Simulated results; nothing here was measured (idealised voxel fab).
process module | voxel self aligned vias
cross-section cut | 285 nm wide | cells 5 nm
A cross-section is a grid of square cells, given in bands from the top down. A band is one or more rows of cells.
Each band's line starts with the height of the band's top and of its bottom, in nm. Then come its materials from left to right, each with its width in nm. One material with "throughout" fills the band from edge to edge. "air" is empty space.
Height 0 is the level under which the wafer as received is all one material. The lowest band goes on downwards, as in "0 down".
A width such as "30 to 40" changes by the same amount from each row of cells to the next, from the band's top row to its bottom row.
"no change" after a step means that no cell of the cross-section changed.
closed voids: empty space of 8 cells or more with no open way to the top, each as width x height at its distance from the left edge, in nm
after a step's settings: what the simulator itself notes on the step
overlay nm, on a step with a mask: how far to the right of its planned place the mask lay; to the left if negative
plan
1 op RECEIVE | material Si
2 op CONFORMAL_DEP | material SiO2 | thk nm 10
3 op CONFORMAL_DEP | material SiCN | thk nm 5
4 op DIRECTIONAL_DEP | material SiO2 | thk nm 25
5 op PATTERN | tone open | mask id LINES | material resist | width nm 20 | pitch nm 55 | thk nm 15 | overlay nm 0
6 op DIRECTIONAL_ETCH | etch materials SiO2 | depth nm 25
7 op STRIP | etch materials resist
8 op CONFORMAL_DEP | material TiN | thk nm 5
9 op FILL_DEP | material Ru | thk nm 5
10 op CMP | height nm 40
11 op SELECTIVE_ETCH | etch materials W Ru TiN | depth nm 10
12 op FILL_DEP | material SiN | thk nm 5
13 op CMP | height nm 40
14 op DIRECTIONAL_DEP | material SiO2 | thk nm 20
15 op PATTERN | tone open | mask id VIAS | material resist | width nm 40 | pitch nm 110 | thk nm 20 | overlay nm 0
16 op DIRECTIONAL_ETCH | etch materials SiO2 | depth nm 20
17 op DIRECTIONAL_ETCH | etch materials SiN | depth nm 10
18 op STRIP | etch materials resist
19 op CONFORMAL_DEP | material TiN | thk nm 5
20 op FILL_DEP | material Ru | thk nm 5
21 op CMP | height nm 60
22 op CONFORMAL_DEP | material SiCN | thk nm 5
as received, after step 1
  0 down: Si throughout
  closed voids: none
a wafer at the end: this start, this plan, one mistake
  65 to 60: SiCN throughout
  60 to 45: SiO2 65 | TiN 5 | Ru 30 | TiN 5 | SiO2 70 | TiN 5 | Ru 30 | TiN 5 | SiO2 70
  45 to 40: SiO2 65 | TiN 40 | SiO2 70 | TiN 40 | SiO2 70
  40 to 30: SiO2 75 | TiN 5 | Ru 10 | TiN 5 | SiO2 35 | SiN 5 | Ru 10 | SiN 5 | SiO2 35 | TiN 5 | Ru 10 | TiN 5 | SiO2 80
  30 to 20: SiO2 75 | TiN 5 | Ru 10 | TiN 5 | SiO2 35 | TiN 5 | Ru 10 | TiN 5 | SiO2 35 | TiN 5 | Ru 10 | TiN 5 | SiO2 80
  20 to 15: SiO2 75 | TiN 20 | SiO2 35 | TiN 20 | SiO2 35 | TiN 20 | SiO2 80
  15 to 10: SiCN throughout
  10 to 0: SiO2 throughout
  0 down: Si throughout
  closed voids: none
what went wrong: step 11 ran as: op SELECTIVE_ETCH | etch materials TiN | depth nm 10
